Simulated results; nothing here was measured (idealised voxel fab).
The document below concerns the process module designated voxel transistor to metal.
This is section cut - it's 150 nm across, gridded in 5 nm square cells.
Cross-section spec: square-cell grid; bands listed top down; each band is one or more rows.
Per band: top height and bottom height in nm, followed by the left-to-right materials and their widths in nm; "edge to edge" marks a single material spanning edge to edge, "empty" marks empty space.
Height is counted from the level 0, under which the received wafer is composed throughout of one material. The lowest of the bands is not closed at the bottom but continues downward, in the notation "0 and below".
Note: "30 to 40" means the width goes from the first number (top row of the band) to the second number (bottom row) in equal steps per row of cells.
Given "no modification" for a step, no cell of the cross-section differs between before and after that step.
This entry, "Unvented voids", enumerates those empty regions of no fewer than 8 cells that possess no open connection to the top. Each region is reported in the form width x height at distance, the distance being taken from the left edge, with all three quantities expressed in nm.
On each step's line, the part that comes after the settings is the simulator's own comment on the step.
overlay nm: step with mask; distance mask lay right of planned place; negative value = left of planned place.

[Process steps foreseen in the plan]
| 1 | RECEIVE,material Si |
| 2 | CONFORMAL_DEP,material SiO2,thk nm 5 |
| 3 | CONFORMAL_DEP,material SiN,thk nm 10 |
| 4 | PATTERN,tone cover,mask id ACTIVE,material resist,width nm 90,thk nm 15,overlay nm 0 |
| 5 | DIRECTIONAL_ETCH,etch materials SiN,depth nm 10 |
| 6 | DIRECTIONAL_ETCH,etch materials SiO2,depth nm 5 |
| 7 | DIRECTIONAL_ETCH,etch materials Si,depth nm 30 |
| 8 | STRIP,etch materials resist |
| 9 | FILL_DEP,material SiO2,thk nm 5 |
| 10 | CMP,height nm 15 |
| 11 | SELECTIVE_ETCH,etch materials SiO2,depth nm 5 |
| 12 | STRIP,etch materials SiN |
| 13 | SELECTIVE_ETCH,etch materials SiO2,depth nm 5 |
| 14 | OXIDIZE,depth nm 5 |
| 15 | DIRECTIONAL_DEP,material polySi,thk nm 30 |
| 16 | DIRECTIONAL_DEP,material SiCN,thk nm 15 |
| 17 | DIRECTIONAL_DEP,material aC,thk nm 15 |
| 18 | PATTERN,tone cover,mask id GATE,material resist,width nm 20,thk nm 35,overlay nm 0 |
| 19 | DIRECTIONAL_ETCH,etch materials aC,depth nm 15 |
| 20 | STRIP,etch materials resist |
| 21 | DIRECTIONAL_ETCH,etch materials SiCN,depth nm 25 |
| 22 | DIRECTIONAL_ETCH,etch materials polySi,depth nm 40 |
| 23 | STRIP,etch materials aC |
| 24 | CONFORMAL_DEP,material SiN,thk nm 5 |
| 25 | DIRECTIONAL_ETCH,etch materials SiN,depth nm 5 |
| 26 | DIRECTIONAL_ETCH,etch materials SiO2,depth nm 5 |
| 27 | DIRECTIONAL_ETCH,etch materials Si,depth nm 10 |
| 28 | EPI,material SiGe,thk nm 15 |
| 29 | FILL_DEP,material SiO2,thk nm 10 |
| 30 | CMP,height nm 45 |
| 31 | DIRECTIONAL_DEP,material SiO2,thk nm 15 |
| 32 | DIRECTIONAL_DEP,material aC,thk nm 15 |
| 33 | PATTERN,tone open,mask id CONTACT,material resist,width nm 15,pitch nm 65,thk nm 35,overlay nm 0 |
| 34 | DIRECTIONAL_ETCH,etch materials aC,depth nm 15 |
| 35 | STRIP,etch materials resist |
| 36 | DIRECTIONAL_ETCH,etch materials SiO2,depth nm 60 |
| 37 | STRIP,etch materials aC |
| 38 | CONFORMAL_DEP,material TiN,thk nm 5 |
| 39 | FILL_DEP,material Ru,thk nm 5 |
| 40 | CMP,height nm 60 |
| 41 | CONFORMAL_DEP,material SiN,thk nm 5 |
| 42 | DIRECTIONAL_DEP,material SiO2,thk nm 25 |
| 43 | MASKED_ETCH,tone open,mask id METAL_1,width nm 15,pitch nm 65,etch materials SiO2,depth nm 25,overlay nm 0 |
| 44 | MASKED_ETCH,tone open,mask id METAL_1,width nm 15,pitch nm 65,etch materials SiN,depth nm 5,overlay nm 0 |
| 45 | CONFORMAL_DEP,material TiN,thk nm 5 |
| 46 | FILL_DEP,material Ru,thk nm 5 |
| 47 | CMP,height nm 90 |
| 48 | CONFORMAL_DEP,material SiCN,thk nm 5 |

[Cross-section of the wafer as it came to us, i.e., already through step 1]
- 0 and below  Si edge to edge
- Unvented voids: none

[first wafer at the end, as planned]
- 95 down to 90  SiCN edge to edge
- 90 down to 65  SiO2 (35)  TiN (5)  Ru (5)  TiN (5)  SiO2 (50)  TiN (5)  Ru (5)  TiN (5)  SiO2 (35)
- 65 down to 60  SiN (35)  TiN (15)  SiN (50)  TiN (15)  SiN (35)
- 60 down to 45  SiO2 (35)  TiN (5)  Ru (5)  TiN (5)  SiO2 (50)  TiN (5)  Ru (5)  TiN (5)  SiO2 (35)
- 45 down to 30  SiO2 (35)  TiN (5)  Ru (5)  TiN (5)  SiO2 (10)  SiN (5)  SiCN (20)  SiN (5)  SiO2 (10)  TiN (5)  Ru (5)  TiN (5)  SiO2 (35)
- 30 down to 15  SiO2 (35)  TiN (5)  Ru (5)  TiN (5)  SiO2 (10)  SiN (5)  polySi (20)  SiN (5)  SiO2 (10)  TiN (5)  Ru (5)  TiN (5)  SiO2 (35)
- 15 down to 10  SiO2 (35)  TiN (15)  SiO2 (10)  SiN (5)  polySi (20)  SiN (5)  SiO2 (10)  TiN (15)  SiO2 (35)
- 10 down to 5  SiO2 (35)  TiN (10)  SiGe (15)  SiN (5)  polySi (20)  SiN (5)  SiGe (15)  TiN (10)  SiO2 (35)
- 5 down to 0  SiO2 (25)  SiN (5)  SiO2 (5)  TiN (10)  SiGe (15)  SiN (5)  polySi (20)  SiN (5)  SiGe (15)  TiN (10)  SiO2 (5)  SiN (5)  SiO2 (25)
- 0 down to -5  SiO2 (30)  SiGe (30)  SiO2 (30)  SiGe (30)  SiO2 (30)
- -5 down to -15  SiO2 (30)  SiGe (30)  Si (30)  SiGe (30)  SiO2 (30)
- -15 down to -30  SiO2 (30)  Si (90)  SiO2 (30)
- -30 and below  Si edge to edge
- Unvented voids: none

[Here is the second of the two wafers cut open at the end of the module - same start, same plan as the first one, but we made one mistake running it]
- 95 down to 90  SiCN edge to edge
- 90 down to 65  SiO2 (35)  TiN (5)  Ru (5)  TiN (5)  SiO2 (50)  TiN (5)  Ru (5)  TiN (5)  SiO2 (35)
- 65 down to 60  SiN (35)  TiN (15)  SiN (50)  TiN (15)  SiN (35)
- 60 down to 45  SiO2 (30)  TiN (5)  Ru (5)  TiN (5)  SiO2 (50)  TiN (5)  Ru (5)  TiN (5)  SiO2 (40)
- 45 down to 30  SiO2 (30)  TiN (5)  Ru (5)  TiN (5)  SiO2 (15)  SiN (5)  SiCN (20)  SiN (5)  SiO2 (5)  TiN (5)  Ru (5)  TiN (5)  SiO2 (40)
- 30 down to 15  SiO2 (30)  TiN (5)  Ru (5)  TiN (5)  SiO2 (15)  SiN (5)  polySi (20)  SiN (5)  SiO2 (5)  TiN (5)  Ru (5)  TiN (5)  SiO2 (40)
- 15 down to 10  SiO2 (30)  TiN (5)  Ru (5)  TiN (5)  SiO2 (15)  SiN (5)  polySi (20)  SiN (5)  SiO2 (5)  TiN (15)  SiO2 (40)
- 10 down to 5  SiO2 (30)  TiN (5)  Ru (5)  TiN (5)  SiGe (15)  SiN (5)  polySi (20)  SiN (5)  SiGe (15)  TiN (5)  SiO2 (40)
- 5 down to 0  SiO2 (25)  SiN (5)  TiN (15)  SiGe (15)  SiN (5)  polySi (20)  SiN (5)  SiGe (15)  TiN (5)  SiO2 (10)  SiN (5)  SiO2 (25)
- 0 down to -5  SiO2 (30)  SiGe (30)  SiO2 (30)  SiGe (30)  SiO2 (30)
- -5 down to -15  SiO2 (30)  SiGe (30)  Si (30)  SiGe (30)  SiO2 (30)
- -15 down to -30  SiO2 (30)  Si (90)  SiO2 (30)
- -30 and below  Si edge to edge
- Unvented voids: none
In executing the process, a mistake was made relative to the plan: the process deviated at step 33: the operation and settings actually run there were PATTERN,tone open,mask id CONTACT,material resist,width nm 15,pitch nm 65,thk nm 35,overlay nm -5
Cell-count delta at end, second wafer over first, by material: Ru: 2 more | TiN: 2 fewer
